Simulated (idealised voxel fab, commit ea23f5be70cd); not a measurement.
Proc. module: voxel wiring stack
It is cross-section cut that appears here, measuring 150 nm in width, its square cells being 5 nm in size.
Think of the cross-section as a grid of square cells. We describe it in bands, top to bottom, and each band covers one or more rows of those cells. It is stipulated that each band's entry specify, in nanometres, the height of the top of the band and then that of its bottom, followed by the materials of the band in left-to-right sequence, each together with its width in nanometres. A single material marked by the word "full width" is understood to fill the band from edge to edge; the word "air" is understood to denote empty space. Height reference: 0 = level under which incoming wafer is all one material. Lowest band: no bottom, runs on downward, e.g. "from 0 down". The notation "30->40" denotes a width that varies across the rows of cells in the band, beginning at the first number in the top row, finishing at the second number in the bottom row, and changing by an identical amount from each row to the next. It should be understood that the words "no alteration", when stated for a given step, signify that the cross-section underwent no change in any of its cells during that step. In the "Closed void list" entry, you get each enclosed empty space of 8 cells or more, one with no open way to the top, written width x height at distance, distance from the left edge, in nm. Past the settings on a step's line: simulator remark, on that step. Among the settings permitted on a step's line is "overlay nm"; applied to a step with a mask, it specifies the extent to which the mask lay to the right of its planned position, whereas a negative figure signifies a position to the left.

**Set out below are the planned steps of the process**
1. RECEIVE [material Si]
2. CONFORMAL_DEP [material SiO2] [thk nm 15]
3. CONFORMAL_DEP [material SiCN] [thk nm 5]
4. DIRECTIONAL_DEP [material SiO2] [thk nm 15]
5. DIRECTIONAL_DEP [material aC] [thk nm 10]
6. PATTERN [tone open] [mask id METAL_1] [material resist] [width nm 25] [pitch nm 40] [thk nm 25] [overlay nm 0]
7. DIRECTIONAL_ETCH [etch materials aC] [depth nm 10]
8. STRIP [etch materials resist]
9. DIRECTIONAL_ETCH [etch materials SiO2] [depth nm 15]
10. DIRECTIONAL_ETCH [etch materials SiCN] [depth nm 5]
11. STRIP [etch materials aC]
12. CONFORMAL_DEP [material TiN] [thk nm 5]
13. FILL_DEP [material Cu] [thk nm 5]
14. CMP [height nm 35]
15. CONFORMAL_DEP [material SiCN] [thk nm 5]
16. DIRECTIONAL_DEP [material lowk] [thk nm 30]
17. DIRECTIONAL_DEP [material aC] [thk nm 15]
18. PATTERN [tone open] [mask id METAL_2] [material resist] [width nm 15] [pitch nm 40] [thk nm 30] [overlay nm 0]
19. DIRECTIONAL_ETCH [etch materials aC] [depth nm 15]
20. STRIP [etch materials resist]
21. DIRECTIONAL_ETCH [etch materials lowk] [depth nm 15]
22. STRIP [etch materials aC]
23. MASKED_ETCH [tone open] [mask id METAL_2_HOLES] [width nm 15] [pitch nm 80] [etch materials lowk] [depth nm 15] [overlay nm 0]
24. MASKED_ETCH [tone open] [mask id METAL_2_HOLES] [width nm 15] [pitch nm 80] [etch materials SiCN] [depth nm 5] [overlay nm 0]
25. CONFORMAL_DEP [material TiN] [thk nm 5]
26. FILL_DEP [material Ru] [thk nm 10]
27. CMP [height nm 70]
28. CONFORMAL_DEP [material SiN] [thk nm 5]
All wafers enter the flow in the same state. The width nm at step 18 differs from wafer to wafer, and the plan gives the value for the first wafer.

**So this is the first of several wafers, cross-sectioned as it came to us, meaning it's at the end of step 1**
> from 0 down | Si full width
> Closed void list: none

**Quick look at the cross-section of the first of several wafers after step 28, which wraps up the module**
> from 75 to 70 | SiN full width
> from 70 to 60 | lowk 20  TiN 5  Ru 10  TiN 5  lowk 25  TiN 5  Ru 5  TiN 5  lowk 20  TiN 5  Ru 10  TiN 5  lowk 30
> from 60 to 55 | lowk 20  TiN 20  lowk 25  TiN 15  lowk 20  TiN 20  lowk 30
> from 55 to 40 | lowk 25  TiN 10  lowk 70  TiN 10  lowk 35
> from 40 to 35 | SiCN 25  TiN 10  SiCN 70  TiN 10  SiCN 35
> from 35 to 20 | SiO2 20  TiN 5  Cu 15  TiN 5  SiO2 15  TiN 5  Cu 15  TiN 5  SiO2 15  TiN 5  Cu 15  TiN 5  SiO2 25
> from 20 to 15 | SiCN 20  TiN 25  SiCN 15  TiN 25  SiCN 15  TiN 25  SiCN 25
> from 15 to 0 | SiO2 full width
> from 0 down | Si full width
> Closed void list: none

**Module end, final wafer: cross-section**
> from 75 to 70 | SiN full width
> from 70 to 60 | lowk 20  TiN 5  Ru 15  TiN 5  lowk 15  TiN 5  Ru 15  TiN 5  lowk 15  TiN 5  Ru 15  TiN 5  lowk 25
> from 60 to 55 | lowk 20  TiN 5  Ru 5  TiN 15  lowk 15  TiN 25  lowk 15  TiN 5  Ru 5  TiN 15  lowk 25
> from 55 to 40 | lowk 20  TiN 5  Ru 5  TiN 5  lowk 65  TiN 5  Ru 5  TiN 5  lowk 35
> from 40 to 35 | SiCN 20  TiN 15  SiCN 65  TiN 15  SiCN 35
> from 35 to 20 | SiO2 20  TiN 5  Cu 15  TiN 5  SiO2 15  TiN 5  Cu 15  TiN 5  SiO2 15  TiN 5  Cu 15  TiN 5  SiO2 25
> from 20 to 15 | SiCN 20  TiN 25  SiCN 15  TiN 25  SiCN 15  TiN 25  SiCN 25
> from 15 to 0 | SiO2 full width
> from 0 down | Si full width
> Closed void list: none

**Per wafer, end of module: cells gained (+) or lost (-) per material since receipt, then closed voids**
width nm 15, +27 Cu, +10 Ru, +41 SiCN, +30 SiN, +135 SiO2, +72 TiN, +135 lowk, Closed void list: none
width nm 20, +27 Cu, +16 Ru, +41 SiCN, +30 SiN, +135 SiO2, +75 TiN, +126 lowk, Closed void list: none
width nm 25, +27 Cu, +26 Ru, +39 SiCN, +30 SiN, +135 SiO2, +76 TiN, +117 lowk, Closed void list: none
